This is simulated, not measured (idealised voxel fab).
Herein follows the process module entitled voxel wiring stack.
Cross-section cut: width 290 nm, square cells of 5 nm.
This document writes a cross-section as a grid whose cells are square, and gives it as bands, listed from the top down; one or more rows of cells form a band.
The entry gives the band's vertical extent as a top height and a bottom height in nm, then its horizontal make-up as materials from left to right, each with a width in nm. "air" stands for empty space; a single material marked "full width" fills the band edge to edge.
Where do heights start? At 0: under that level the wafer as delivered is made of one material only. And the lowest band has no floor; it just carries on downward, as in "0 nm and below".
Quick explanation for "30 to 40": the width changes in equal steps down the rows of cells, from the first number in the band's top row to the second number in its bottom row.
"no change occurred" means the step left every cell of the cross-section as it was.
"Unvented voids": empty spaces of 8 cells or more with no open way to the top, each given as width x height at distance, distance from the left edge, all in nm.
What comes after the settings on a step's line is commentary from the simulator itself on that step.
The optional step-line setting "overlay nm" applies to steps with a mask and quantifies how far to the right of its planned location the mask lay, a negative value indicating leftward placement.
-- Intended process steps
- 1: RECEIVE [material Si]
- 2: CONFORMAL_DEP [material SiO2] [thk nm 10]
- 3: CONFORMAL_DEP [material SiCN] [thk nm 5]
- 4: DIRECTIONAL_DEP [material lowk] [thk nm 15]
- 5: MASKED_ETCH [tone open] [mask id METAL_1] [width nm 25] [pitch nm 50] [etch materials lowk] [depth nm 15] [overlay nm 0]
- 6: MASKED_ETCH [tone open] [mask id METAL_1] [width nm 25] [pitch nm 50] [etch materials SiCN] [depth nm 5] [overlay nm 0]
- 7: CONFORMAL_DEP [material TiN] [thk nm 5]
- 8: FILL_DEP [material Ru] [thk nm 5]
- 9: CMP [height nm 30]
- 10: CONFORMAL_DEP [material SiCN] [thk nm 5]
- 11: DIRECTIONAL_DEP [material SiO2] [thk nm 20]
- 12: PATTERN [tone open] [mask id PLUG_1] [material resist] [width nm 15] [pitch nm 50] [thk nm 15] [overlay nm 0]
- 13: DIRECTIONAL_ETCH [etch materials SiO2] [depth nm 20]
- 14: DIRECTIONAL_ETCH [etch materials SiCN] [depth nm 5]
- 15: STRIP [etch materials resist]
- 16: CONFORMAL_DEP [material TiN] [thk nm 5]
- 17: FILL_DEP [material W] [thk nm 5]
- 18: CMP [height nm 55]
- 19: CONFORMAL_DEP [material SiCN] [thk nm 5]
- 20: DIRECTIONAL_DEP [material SiO2] [thk nm 20]
- 21: PATTERN [tone open] [mask id METAL_2] [material resist] [width nm 25] [pitch nm 50] [thk nm 15] [overlay nm 0]
- 22: DIRECTIONAL_ETCH [etch materials SiO2] [depth nm 20]
- 23: DIRECTIONAL_ETCH [etch materials SiCN] [depth nm 5]
- 24: STRIP [etch materials resist]
- 25: CONFORMAL_DEP [material TiN] [thk nm 5]
- 26: FILL_DEP [material Cu] [thk nm 5]
- 27: CMP [height nm 80]
- 28: CONFORMAL_DEP [material SiCN] [thk nm 5]
-- Cross-sectional view of the wafer in its as-received condition, corresponding to the state after step 1
	0 nm and below  Si full width
	Unvented voids: none
-- Same starting wafer, same plan as above, one mistake in the execution; this is the cross-section at the end of the module
	85 nm to 80 nm  SiCN full width
	80 nm to 60 nm  105 nm SiO2; 5 nm TiN; 15 nm Cu; 5 nm TiN; 25 nm SiO2; 5 nm TiN; 15 nm Cu; 5 nm TiN; 110 nm SiO2
	60 nm to 55 nm  105 nm SiCN; 25 nm TiN; 25 nm SiCN; 25 nm TiN; 110 nm SiCN
	55 nm to 35 nm  105 nm SiO2; 5 nm TiN; 5 nm W; 5 nm TiN; 35 nm SiO2; 5 nm TiN; 5 nm W; 5 nm TiN; 120 nm SiO2
	35 nm to 25 nm  105 nm SiCN; 15 to 25 nm TiN; 35 to 25 nm SiCN; 15 to 25 nm TiN; 120 to 110 nm SiCN
	25 nm to 10 nm  lowk full width
	10 nm to 0 nm  SiO2 full width
	0 nm and below  Si full width
	Unvented voids: none
So what did we get wrong on this run? contrary to the plan, steps 3 and 4 were processed in exchanged order
